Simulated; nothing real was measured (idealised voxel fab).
process module | voxel self aligned vias
cross-section cut | 240 nm wide | cells 5 nm
A cross-section is a grid of square cells, given in bands from the top down. A band is one or more rows of cells.
Each band's line starts with the height of the band's top and of its bottom, in nm. Then come its materials from left to right, each with its width in nm. One material with "throughout" fills the band from edge to edge. "air" is empty space.
Height 0 is the level under which the wafer as received is all one material. The lowest band goes on downwards, as in "0 down".
A width such as "30 to 40" changes by the same amount from each row of cells to the next, from the band's top row to its bottom row.
"no change" after a step means that no cell of the cross-section changed.
closed voids: empty space of 8 cells or more with no open way to the top, each as width x height at its distance from the left edge, in nm
after a step's settings: what the simulator itself notes on the step
overlay nm, on a step with a mask: how far to the right of its planned place the mask lay; to the left if negative
plan
1 op RECEIVE | material Si
2 op CONFORMAL_DEP | material SiO2 | thk nm 10
3 op CONFORMAL_DEP | material SiCN | thk nm 5
4 op DIRECTIONAL_DEP | material SiO2 | thk nm 20
5 op PATTERN | tone open | mask id LINES | material resist | width nm 25 | pitch nm 60 | thk nm 20 | overlay nm 0
6 op DIRECTIONAL_ETCH | etch materials SiO2 | depth nm 20
7 op STRIP | etch materials resist
8 op CONFORMAL_DEP | material TiN | thk nm 5
9 op FILL_DEP | material W | thk nm 10
10 op CMP | height nm 35
11 op SELECTIVE_ETCH | etch materials W Ru TiN | depth nm 10
12 op FILL_DEP | material SiN | thk nm 10
13 op CMP | height nm 35
14 op DIRECTIONAL_DEP | material SiO2 | thk nm 20
15 op DIRECTIONAL_DEP | material aC | thk nm 15
16 op PATTERN | tone open | mask id VIAS | material resist | width nm 35 | thk nm 35 | overlay nm 0
17 op DIRECTIONAL_ETCH | etch materials aC | depth nm 15
18 op STRIP | etch materials resist
19 op DIRECTIONAL_ETCH | etch materials SiO2 | depth nm 20
20 op DIRECTIONAL_ETCH | etch materials SiN | depth nm 10
21 op STRIP | etch materials aC
22 op CONFORMAL_DEP | material TiN | thk nm 5
23 op FILL_DEP | material Ru | thk nm 10
24 op CMP | height nm 55
25 op CONFORMAL_DEP | material SiN | thk nm 5
as received, after step 1
  0 down: Si throughout
  closed voids: none
a wafer at the end: this start, this plan, one mistake
  60 to 55: SiN throughout
  55 to 35: SiO2 70 | TiN 5 | Ru 25 | TiN 5 | SiO2 135
  35 to 30: SiO2 70 | TiN 5 | Ru 25 | TiN 5 | SiO2 30 | SiN 25 | SiO2 80
  30 to 25: SiO2 70 | TiN 35 | SiO2 30 | SiN 25 | SiO2 80
  25 to 20: SiO2 70 | TiN 10 | W 15 | TiN 10 | SiO2 30 | TiN 5 | W 15 | TiN 5 | SiO2 80
  20 to 15: SiO2 70 | TiN 35 | SiO2 30 | TiN 25 | SiO2 80
  15 to 10: SiCN throughout
  10 to 0: SiO2 throughout
  0 down: Si throughout
  closed voids: none
what went wrong: step 19 was run twice
